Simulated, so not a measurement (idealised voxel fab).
The following process module bears the name voxel released beams.
The width of the displayed cross-section, cut, is 265 nm; its cells are square, with a size of 5 nm.
The cross-sections in this document take the form of a grid made of square cells. They are written out as bands, in order from top to bottom. Each band consists of one or more rows of cells. Band: top and bottom heights (nm) first, top before bottom; then materials from left to right, widths in nm. "throughout" marks a sole material filling the band edge to edge. "blank" denotes empty space. Counting heights begins at 0, where everything beneath is, in the wafer as received, one material. The lowest band has no bottom; it goes on downwards, as "z 0 and below" shows. Graded width ("30..40"): value in top row of band = first number; value in bottom row = second number; row-to-row change constant. "remained unchanged" for a step: no cell of the cross-section changed in that step. If an empty space has no open way to the top and is at least 8 cells in size, "Fully sealed voids" lists it, written width x height at distance, where distance is measured from the left edge and every value is in nm. Text after the settings on a step's line: the simulator's own remark on that step. A step's line can hold "overlay nm"; with a mask on that step, the setting says how far right of the planned place the mask lay, while a negative setting says it lay to the left.

## Planned process steps
step 1: RECEIVE [material Si]
step 2: CONFORMAL_DEP [material Al2O3] [thk nm 10]
step 3: DIRECTIONAL_DEP [material SiO2] [thk nm 10]
step 4: MASKED_ETCH [tone open] [mask id ANCHOR] [width nm 40] [etch materials SiO2] [depth nm 10] [overlay nm 0]
step 5: CONFORMAL_DEP [material W] [thk nm 15]
step 6: MASKED_ETCH [tone cover] [mask id BEAM] [width nm 90] [etch materials W] [depth nm 15] [overlay nm 0]
step 7: STRIP [etch materials SiO2]

## Incoming wafer, cross-sectional view, post step 1
* z 0 and below: Si throughout
* Fully sealed voids: none

## Sectioned view, first of two wafers, at the close of the module, processed as intended in the plan
* z 35 to 25: blank=85, then W=20, then blank=10, then W=60, then blank=90
* z 25 to 20: blank=85, then W=90, then blank=90
* z 20 to 10: blank=90, then W=40, then blank=135
* z 10 to 0: Al2O3 throughout
* z 0 and below: Si throughout
* Fully sealed voids: none

## second wafer at the end: like start, like plan, one mistake
* z 25 to 15: blank=85, then W=20, then blank=10, then W=60, then blank=90
* z 15 to 10: blank=85, then W=90, then blank=90
* z 10 to 0: blank=90, then W=40, then blank=135
* z 0 and below: Si throughout
* Fully sealed voids: none
Misprocessing identified: no execution of plan step 2; skipped
Wafer comparison, final, in cells, second relative to first, materials more or fewer: 106 fewer of Al2O3
